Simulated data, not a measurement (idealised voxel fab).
process module | voxel self aligned vias
cross-section cut | 235 nm wide | cells 5 nm
A cross-section is a grid of square cells, given in bands from the top down. A band is one or more rows of cells.
Each band's line starts with the height of the band's top and of its bottom, in nm. Then come its materials from left to right, each with its width in nm. One material with "throughout" fills the band from edge to edge. "air" is empty space.
Height 0 is the level under which the wafer as received is all one material. The lowest band goes on downwards, as in "0 down".
A width such as "30 to 40" changes by the same amount from each row of cells to the next, from the band's top row to its bottom row.
"no change" after a step means that no cell of the cross-section changed.
closed voids: empty space of 8 cells or more with no open way to the top, each as width x height at its distance from the left edge, in nm
after a step's settings: what the simulator itself notes on the step
overlay nm, on a step with a mask: how far to the right of its planned place the mask lay; to the left if negative
plan
1 op RECEIVE | material Si
2 op CONFORMAL_DEP | material SiO2 | thk nm 10
3 op CONFORMAL_DEP | material SiCN | thk nm 5
4 op DIRECTIONAL_DEP | material lowk | thk nm 20
5 op PATTERN | tone open | mask id LINES | material resist | width nm 20 | pitch nm 60 | thk nm 20 | overlay nm 0
6 op DIRECTIONAL_ETCH | etch materials lowk | depth nm 20
7 op STRIP | etch materials resist
8 op CONFORMAL_DEP | material TiN | thk nm 5
9 op FILL_DEP | material W | thk nm 5
10 op CMP | height nm 35
11 op SELECTIVE_ETCH | etch materials W Ru TiN | depth nm 10
12 op FILL_DEP | material SiN | thk nm 10
13 op CMP | height nm 35
14 op DIRECTIONAL_DEP | material lowk | thk nm 15
15 op PATTERN | tone open | mask id VIAS | material resist | width nm 40 | pitch nm 60 | thk nm 20 | overlay nm 0
16 op DIRECTIONAL_ETCH | etch materials lowk | depth nm 15
17 op DIRECTIONAL_ETCH | etch materials SiN | depth nm 10
18 op STRIP | etch materials resist
19 op CONFORMAL_DEP | material TiN | thk nm 5
20 op FILL_DEP | material W | thk nm 5
21 op CMP | height nm 50
22 op CONFORMAL_DEP | material SiCN | thk nm 5
as received, after step 1
  0 down: Si throughout
  closed voids: none
a wafer at the end: this start, this plan, one mistake
  55 to 50: SiCN throughout
  50 to 40: W 30 | TiN 5 | lowk 40 | TiN 5 | W 10 | TiN 5 | lowk 40 | TiN 5 | W 10 | TiN 5 | lowk 40 | TiN 5 | W 35
  40 to 35: TiN 35 | lowk 40 | TiN 20 | lowk 40 | TiN 20 | lowk 40 | TiN 40
  35 to 25: lowk 45 | SiN 20 | lowk 40 | SiN 20 | lowk 40 | SiN 20 | lowk 50
  25 to 20: lowk 45 | TiN 5 | W 10 | TiN 5 | lowk 40 | TiN 5 | W 10 | TiN 5 | lowk 40 | TiN 5 | W 10 | TiN 5 | lowk 50
  20 to 15: lowk 45 | TiN 20 | lowk 40 | TiN 20 | lowk 40 | TiN 20 | lowk 50
  15 to 10: SiCN throughout
  10 to 0: SiO2 throughout
  0 down: Si throughout
  closed voids: none
what went wrong: step 15 ran as: op PATTERN | tone cover | mask id VIAS | material resist | width nm 40 | pitch nm 60 | thk nm 20 | overlay nm 0
